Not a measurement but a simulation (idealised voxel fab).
process module | voxel local oxidation
In the cross-section labelled cut, the width is 170 nm and each square cell is 5 nm.
For the purposes of this document, a cross-section shall be understood as a grid of square cells, specified as bands listed in top-to-bottom order, each band consisting of one or more rows of cells.
Band: top and bottom heights (nm) first, top before bottom; then materials from left to right, widths in nm. "edge to edge" marks a sole material filling the band edge to edge. "empty" denotes empty space.
Ref level 0: as-received wafer is one material below here. Bottom band extends down with no lower bound ("z 0 and below").
Width "30..40": first value at the band's top row of cells, second value at its bottom row, equal change from row to row.
Where a step carries "same as before", the cross-section came out of it unchanged, cell for cell.
Each empty space that has no open way to the top and spans at least 8 cells appears under "Closed internal cavities" as width x height at distance, the distance counted from the left edge, all in nm.
Past the settings on a step's line: simulator remark, on that step.
Steps that use a mask can have "overlay nm" on their line. It says how far the mask sat to the right of where it was meant to be. Negative means to the left.

STEPS IN THE PROCESS PLAN
step 1: RECEIVE,material Si
step 2: CONFORMAL_DEP,material SiO2,thk nm 5
step 3: CONFORMAL_DEP,material SiN,thk nm 15
step 4: DIRECTIONAL_DEP,material aC,thk nm 15
step 5: PATTERN,tone cover,mask id ACTIVE,material resist,width nm 100,thk nm 30,overlay nm 0
step 6: DIRECTIONAL_ETCH,etch materials aC,depth nm 15
step 7: STRIP,etch materials resist
step 8: DIRECTIONAL_ETCH,etch materials SiN,depth nm 15
step 9: STRIP,etch materials aC
step 10: SELECTIVE_ETCH,etch materials SiO2,depth nm 5
step 11: OXIDIZE,depth nm 10
step 12: STRIP,etch materials SiN

AS-RECEIVED WAFER CROSS-SECTION (AFTER STEP 1)
  z 0 and below: Si edge to edge
  Closed internal cavities: none

THE PLAN ABOVE WAS CARRIED OUT ON THE STARTING STRUCTURE ABOVE WITH ONE MISTAKE, AND THIS CROSS-SECTION SHOWS THE WAFER AT THE END OF THE MODULE
  z 5 to 0: 30 nm SiO2; 110 nm empty; 30 nm SiO2
  z 0 to -10: 20 nm Si; 130 nm SiO2; 20 nm Si
  z -10 and below: Si edge to edge
  Closed internal cavities: none
Diagnosis: it should be noted that step 5 was executed with settings other than those planned, the operation and settings actually applied being PATTERN,tone open,mask id ACTIVE,material resist,width nm 100,thk nm 30,overlay nm 0
